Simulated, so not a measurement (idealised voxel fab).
The name of this process module is voxel self aligned contacts.
The figure presents cross-section cut, which has a width of 295 nm and is divided into square cells with an edge length of 5 nm.
Heads up, the way a cross-section reads in here is a grid of square cells, handed over as bands from the top down, with every band being one or more rows of cells.
Band: top height; bottom height; in nm. Then, left to right: material with width in nm, for each material. "full width": a single material spanning edge to edge. "empty": empty space.
Height is counted from the level 0, under which the received wafer is composed throughout of one material. The lowest of the bands is not closed at the bottom but continues downward, in the notation "top 0, no bottom".
The two numbers in a width such as "30->40" mark its ends across the band: the first belongs to the top row of cells, the second to the bottom row, and from each row to the next the width moves by the same amount.
Key: "no alterations made" - step with no changed cell in the cross-section.
The entry "Closed void listing" lists the empty spaces that cover at least 8 cells and have no open path to the top. Each is written as width x height at distance, where the distance is measured from the left edge and all three values are in nm.
Where a step's line continues beyond its settings, the continuation is a remark by the simulator itself on that step.
overlay nm: mask offset rightward from planned place, masked step; negative means leftward offset.

Process steps foreseen in the plan:
1: RECEIVE with material Si
2: CONFORMAL_DEP with material SiO2, thk nm 5
3: DIRECTIONAL_DEP with material polySi, thk nm 30
4: DIRECTIONAL_DEP with material SiN, thk nm 25
5: MASKED_ETCH with tone cover, mask id GATE, width nm 30, pitch nm 75, etch materials SiN, depth nm 25, overlay nm 0
6: MASKED_ETCH with tone cover, mask id GATE, width nm 30, pitch nm 75, etch materials polySi, depth nm 30, overlay nm 0
7: CONFORMAL_DEP with material SiN, thk nm 10
8: DIRECTIONAL_ETCH with etch materials SiN, depth nm 10
9: FILL_DEP with material SiO2, thk nm 15
10: CMP with height nm 65
11: PATTERN with tone open, mask id CONTACT, material resist, width nm 55, pitch nm 75, thk nm 15, overlay nm 0
12: DIRECTIONAL_ETCH with etch materials SiO2, depth nm 65
13: STRIP with etch materials resist
14: CONFORMAL_DEP with material TiN, thk nm 5
15: FILL_DEP with material W, thk nm 10
16: CMP with height nm 65
17: CONFORMAL_DEP with material SiCN, thk nm 5

Step 1 complete: cross-section of the wafer as received:
- top 0, no bottom  Si full width
- Closed void listing: none

Here's the cross-section of the first of our two wafers at the end of the module - it ran as planned:
- top 70, bottom 65  SiCN full width
- top 65, bottom 60  SiO2: 80 | TiN: 20 | W: 15 | TiN: 20 | SiO2: 20 | TiN: 20 | W: 15 | TiN: 20 | SiO2: 85
- top 60, bottom 35  SiO2: 45 | SiN: 50 | TiN: 5 | W: 15 | TiN: 5 | SiN: 50 | TiN: 5 | W: 15 | TiN: 5 | SiN: 50 | SiO2: 50
- top 35, bottom 5  SiO2: 45 | SiN: 10 | polySi: 30 | SiN: 10 | TiN: 5 | W: 15 | TiN: 5 | SiN: 10 | polySi: 30 | SiN: 10 | TiN: 5 | W: 15 | TiN: 5 | SiN: 10 | polySi: 30 | SiN: 10 | SiO2: 50
- top 5, bottom 0  SiO2: 95 | TiN: 25 | SiO2: 50 | TiN: 25 | SiO2: 100
- top 0, no bottom  Si full width
- Closed void listing: none

Wafer two, end of module, cross-section. Same start, same plan as wafer one. One mistake in the run:
- top 70, bottom 65  SiCN full width
- top 65, bottom 55  SiO2: 80 | TiN: 5 | W: 45 | TiN: 5 | SiO2: 20 | TiN: 5 | W: 45 | TiN: 5 | SiO2: 85
- top 55, bottom 50  SiO2: 80 | TiN: 10 | W: 35 | TiN: 10 | SiO2: 20 | TiN: 10 | W: 35 | TiN: 10 | SiO2: 85
- top 50, bottom 35  SiO2: 55 | SiN: 30 | TiN: 5 | W: 35 | TiN: 5 | SiN: 30 | TiN: 5 | W: 35 | TiN: 5 | SiN: 30 | SiO2: 60
- top 35, bottom 5  SiO2: 55 | polySi: 30 | TiN: 5 | W: 35 | TiN: 5 | polySi: 30 | TiN: 5 | W: 35 | TiN: 5 | polySi: 30 | SiO2: 60
- top 5, bottom 0  SiO2: 85 | TiN: 45 | SiO2: 30 | TiN: 45 | SiO2: 90
- top 0, no bottom  Si full width
- Closed void listing: none
What was done differently from what was planned? it should be noted that step 7 of the plan was omitted and was not performed
Heads up, by the end the second wafer has more or fewer cells of some materials compared to the first: SiN: 168 fewer; SiO2: 64 more; W: 104 more
